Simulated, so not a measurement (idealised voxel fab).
The process module that follows is named voxel capacitor over wiring.
Cross-section cut spans 270 nm and uses square cells 5 nm in size.
Heads up, the way a cross-section reads in here is a grid of square cells, handed over as bands from the top down, with every band being one or more rows of cells. In this notation a band is specified by the heights of its top and bottom, in that order and in nm, after which its materials appear from left to right, each paired with its width in nm. The word "throughout" attached to a single material means that material fills the band from edge to edge; the word "air" stands for empty space. Where do heights start? At 0: under that level the wafer as delivered is made of one material only. And the lowest band has no floor; it just carries on downward, as in "0 -> down". A width such as "30..40" changes by the same amount from each row of cells to the next, from the band's top row to its bottom row. No cell of the cross-section changed in a step that is given as "no modifications". Listed in "Cavities, closed": every empty space of 8 or more cells without an open way to the top. Form: width x height at distance, the distance being from the left edge, all in nm. That trailing text on a step's line, after the settings, is the simulator's own remark on the step. Steps that use a mask can have "overlay nm" on their line. It says how far the mask sat to the right of where it was meant to be. Negative means to the left.

**The planned process steps are enumerated hereunder**
1,RECEIVE: material Si
2,CONFORMAL_DEP: material SiO2, thk nm 15
3,CONFORMAL_DEP: material SiN, thk nm 5
4,DIRECTIONAL_DEP: material lowk, thk nm 20
5,DIRECTIONAL_DEP: material aC, thk nm 10
6,PATTERN: tone open, mask id METAL_1, material resist, width nm 20, pitch nm 75, thk nm 30, overlay nm 0
7,DIRECTIONAL_ETCH: etch materials aC, depth nm 10
8,STRIP: etch materials resist
9,DIRECTIONAL_ETCH: etch materials lowk, depth nm 20
10,DIRECTIONAL_ETCH: etch materials SiN, depth nm 5
11,STRIP: etch materials aC
12,CONFORMAL_DEP: material TiN, thk nm 5
13,FILL_DEP: material W, thk nm 10
14,CMP: height nm 40
15,EPI: material Ru, thk nm 5
16,FILL_DEP: material SiCN, thk nm 5
17,DIRECTIONAL_DEP: material lowk, thk nm 20
18,DIRECTIONAL_DEP: material aC, thk nm 15
19,PATTERN: tone open, mask id PLUG_1, material resist, width nm 15, thk nm 35, overlay nm 0
20,DIRECTIONAL_ETCH: etch materials aC, depth nm 15
21,STRIP: etch materials resist
22,DIRECTIONAL_ETCH: etch materials lowk, depth nm 20
23,DIRECTIONAL_ETCH: etch materials SiCN, depth nm 5
24,STRIP: etch materials aC
25,CONFORMAL_DEP: material TiN, thk nm 5
26,FILL_DEP: material W, thk nm 10
27,CMP: height nm 70
28,DIRECTIONAL_DEP: material TiN, thk nm 10
29,DIRECTIONAL_DEP: material SiN, thk nm 5
30,DIRECTIONAL_DEP: material TiN, thk nm 5
31,MASKED_ETCH: tone cover, mask id UPPER_PLATE, width nm 60, etch materials TiN, depth nm 5, overlay nm -15
32,MASKED_ETCH: tone cover, mask id UPPER_PLATE, width nm 60, etch materials SiN, depth nm 5, overlay nm 0
33,PATTERN: tone cover, mask id LOWER_PLATE, material resist, width nm 70, thk nm 15, overlay nm 0
34,DIRECTIONAL_ETCH: etch materials TiN, depth nm 10
35,STRIP: etch materials resist
36,FILL_DEP: material SiO2, thk nm 15
37,CMP: height nm 100
38,DIRECTIONAL_DEP: material aC, thk nm 10
39,PATTERN: tone open, mask id PLUG_2, material resist, width nm 15, thk nm 30, overlay nm 0
40,DIRECTIONAL_ETCH: etch materials aC, depth nm 10
41,STRIP: etch materials resist
42,DIRECTIONAL_ETCH: etch materials SiO2, depth nm 10
43,STRIP: etch materials aC
44,CONFORMAL_DEP: material TiN, thk nm 5
45,FILL_DEP: material Ru, thk nm 10
46,CMP: height nm 100
47,CONFORMAL_DEP: material SiN, thk nm 5
Wafer-to-wafer difference: overlay nm, step 31. Common start. Plan = first wafer's value.

**After step 1, as received: first of several wafers, cross-section**
    0 -> down | Si throughout
    Cavities, closed: none

**Heads up, this table goes wafer by wafer. A row tells you, at the end of the module, how many cells of each material that wafer has put on (+) or dropped (-) since it was received, and then its closed voids**
overlay nm -15; +13 Ru; +93 SiCN; +115 SiN; +423 SiO2; +82 TiN; +20 W; +388 lowk; Cavities, closed: none
overlay nm -10; +13 Ru; +93 SiCN; +114 SiN; +425 SiO2; +81 TiN; +20 W; +388 lowk; Cavities, closed: none
overlay nm -5; +13 Ru; +93 SiCN; +113 SiN; +427 SiO2; +80 TiN; +20 W; +388 lowk; Cavities, closed: none
overlay nm 0; +13 Ru; +93 SiCN; +112 SiN; +428 SiO2; +80 TiN; +20 W; +388 lowk; Cavities, closed: none
overlay nm 5; +13 Ru; +93 SiCN; +113 SiN; +427 SiO2; +80 TiN; +20 W; +388 lowk; Cavities, closed: none
overlay nm 10; +13 Ru; +93 SiCN; +114 SiN; +425 SiO2; +81 TiN; +20 W; +388 lowk; Cavities, closed: none
overlay nm 15; +13 Ru; +93 SiCN; +115 SiN; +423 SiO2; +82 TiN; +20 W; +388 lowk; Cavities, closed: none
